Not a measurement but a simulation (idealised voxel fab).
process module | voxel transistor to metal
cross-section cut | 185 nm wide | cells 5 nm
A cross-section is a grid of square cells, given in bands from the top down. A band is one or more rows of cells.
Each band's line starts with the height of the band's top and of its bottom, in nm. Then come its materials from left to right, each with its width in nm. One material with "throughout" fills the band from edge to edge. "air" is empty space.
Height 0 is the level under which the wafer as received is all one material. The lowest band goes on downwards, as in "0 down".
A width such as "30 to 40" changes by the same amount from each row of cells to the next, from the band's top row to its bottom row.
"no change" after a step means that no cell of the cross-section changed.
closed voids: empty space of 8 cells or more with no open way to the top, each as width x height at its distance from the left edge, in nm
after a step's settings: what the simulator itself notes on the step
overlay nm, on a step with a mask: how far to the right of its planned place the mask lay; to the left if negative
plan
1 op RECEIVE | material Si
2 op CONFORMAL_DEP | material SiO2 | thk nm 5
3 op CONFORMAL_DEP | material SiN | thk nm 15
4 op DIRECTIONAL_DEP | material aC | thk nm 15
5 op PATTERN | tone cover | mask id ACTIVE | material resist | width nm 95 | thk nm 30 | overlay nm 0
6 op DIRECTIONAL_ETCH | etch materials aC | depth nm 15
7 op STRIP | etch materials resist
8 op DIRECTIONAL_ETCH | etch materials SiN | depth nm 15
9 op DIRECTIONAL_ETCH | etch materials SiO2 | depth nm 5
10 op DIRECTIONAL_ETCH | etch materials Si | depth nm 35
11 op STRIP | etch materials aC
12 op OXIDIZE | depth nm 5
13 op FILL_DEP | material SiO2 | thk nm 10
14 op CMP | height nm 20
15 op SELECTIVE_ETCH | etch materials SiO2 | depth nm 15
16 op STRIP | etch materials SiN
17 op SELECTIVE_ETCH | etch materials SiO2 | depth nm 5
18 op OXIDIZE | depth nm 5
19 op DIRECTIONAL_DEP | material polySi | thk nm 20
20 op DIRECTIONAL_DEP | material SiCN | thk nm 10
21 op MASKED_ETCH | tone cover | mask id GATE | width nm 25 | etch materials SiCN | depth nm 20 | overlay nm 0
22 op MASKED_ETCH | tone cover | mask id GATE | width nm 25 | etch materials polySi | depth nm 30 | overlay nm 0
23 op CONFORMAL_DEP | material SiN | thk nm 5
24 op DIRECTIONAL_ETCH | etch materials SiN | depth nm 5
25 op DIRECTIONAL_ETCH | etch materials SiO2 | depth nm 5
26 op DIRECTIONAL_ETCH | etch materials Si | depth nm 10
27 op EPI | material SiGe | thk nm 10
28 op FILL_DEP | material SiO2 | thk nm 10
29 op CMP | height nm 20
30 op STRIP | etch materials polySi
31 op SELECTIVE_ETCH | etch materials SiO2 | depth nm 5
32 op CONFORMAL_DEP | material HfO2 | thk nm 5
33 op CONFORMAL_DEP | material TiN | thk nm 5
34 op FILL_DEP | material W | thk nm 10
35 op CMP | height nm 15
36 op DIRECTIONAL_DEP | material SiO2 | thk nm 15
37 op DIRECTIONAL_DEP | material aC | thk nm 15
38 op PATTERN | tone open | mask id CONTACT | material resist | width nm 15 | pitch nm 70 | thk nm 35 | overlay nm 0
39 op DIRECTIONAL_ETCH | etch materials aC | depth nm 15
40 op STRIP | etch materials resist
41 op DIRECTIONAL_ETCH | etch materials SiO2 | depth nm 35
42 op STRIP | etch materials aC
43 op CONFORMAL_DEP | material TiN | thk nm 5
44 op FILL_DEP | material W | thk nm 10
45 op CMP | height nm 30
46 op DIRECTIONAL_DEP | material TiN | thk nm 5
47 op DIRECTIONAL_DEP | material W | thk nm 25
48 op MASKED_ETCH | tone cover | mask id METAL_1 | width nm 15 | pitch nm 70 | etch materials W | depth nm 25 | overlay nm 0
49 op MASKED_ETCH | tone cover | mask id METAL_1 | width nm 15 | pitch nm 70 | etch materials TiN | depth nm 5 | overlay nm 0
50 op CONFORMAL_DEP | material SiN | thk nm 5
51 op FILL_DEP | material SiO2 | thk nm 10
52 op CMP | height nm 60
53 op CONFORMAL_DEP | material SiCN | thk nm 5
as received, after step 1
  0 down: Si throughout
  closed voids: none
first wafer at the end, as planned
  65 to 60: SiCN throughout
  60 to 35: SiO2 45 | SiN 5 | W 15 | SiN 5 | SiO2 45 | SiN 5 | W 15 | SiN 5 | SiO2 45
  35 to 30: SiN 50 | TiN 15 | SiN 55 | TiN 15 | SiN 50
  30 to 15: SiO2 50 | TiN 5 | W 5 | TiN 5 | SiO2 55 | TiN 5 | W 5 | TiN 5 | SiO2 50
  15 to 5: SiO2 50 | TiN 5 | W 5 | TiN 5 | SiO2 10 | SiN 5 | HfO2 5 | TiN 5 | W 5 | TiN 5 | HfO2 5 | SiN 5 | SiO2 10 | TiN 5 | W 5 | TiN 5 | SiO2 50
  5 to 0: SiO2 50 | TiN 5 | W 5 | TiN 5 | SiGe 10 | SiN 5 | HfO2 5 | TiN 15 | HfO2 5 | SiN 5 | SiGe 10 | TiN 5 | W 5 | TiN 5 | SiO2 50
  0 to -5: SiO2 50 | TiN 15 | SiGe 10 | HfO2 35 | SiGe 10 | TiN 15 | SiO2 50
  -5 to -15: SiO2 50 | SiGe 25 | Si 35 | SiGe 25 | SiO2 50
  -15 to -40: SiO2 50 | Si 85 | SiO2 50
  -40 down: Si throughout
  closed voids: none
second wafer at the end: like start, like plan, one mistake
  65 to 60: SiCN throughout
  60 to 35: SiO2 45 | SiN 5 | W 15 | SiN 5 | SiO2 45 | SiN 5 | W 15 | SiN 5 | SiO2 45
  35 to 30: SiN 50 | TiN 15 | SiN 55 | TiN 15 | SiN 50
  30 to 15: SiO2 50 | TiN 5 | W 5 | TiN 5 | SiO2 55 | TiN 5 | W 5 | TiN 5 | SiO2 50
  15 to 5: SiO2 50 | TiN 5 | W 5 | TiN 5 | SiO2 10 | SiN 5 | HfO2 5 | TiN 5 | W 5 | TiN 5 | HfO2 5 | SiN 5 | SiO2 10 | TiN 5 | W 5 | TiN 5 | SiO2 50
  5 to 0: SiO2 50 | TiN 5 | W 5 | TiN 5 | SiO2 10 | SiN 5 | HfO2 5 | TiN 15 | HfO2 5 | SiN 5 | SiO2 10 | TiN 5 | W 5 | TiN 5 | SiO2 50
  0 to -5: SiO2 50 | TiN 15 | SiO2 10 | HfO2 35 | SiO2 10 | TiN 15 | SiO2 50
  -5 to -15: SiGe 40 | SiO2 105 | SiGe 40
  -15 to -40: Si 40 | SiO2 105 | Si 40
  -40 down: Si throughout
  closed voids: none
what went wrong: step 5 ran as: op PATTERN | tone open | mask id ACTIVE | material resist | width nm 95 | thk nm 30 | overlay nm 0
at the end the second wafer has, in cells: 19 fewer of Si | 4 more of SiGe | 15 more of SiO2
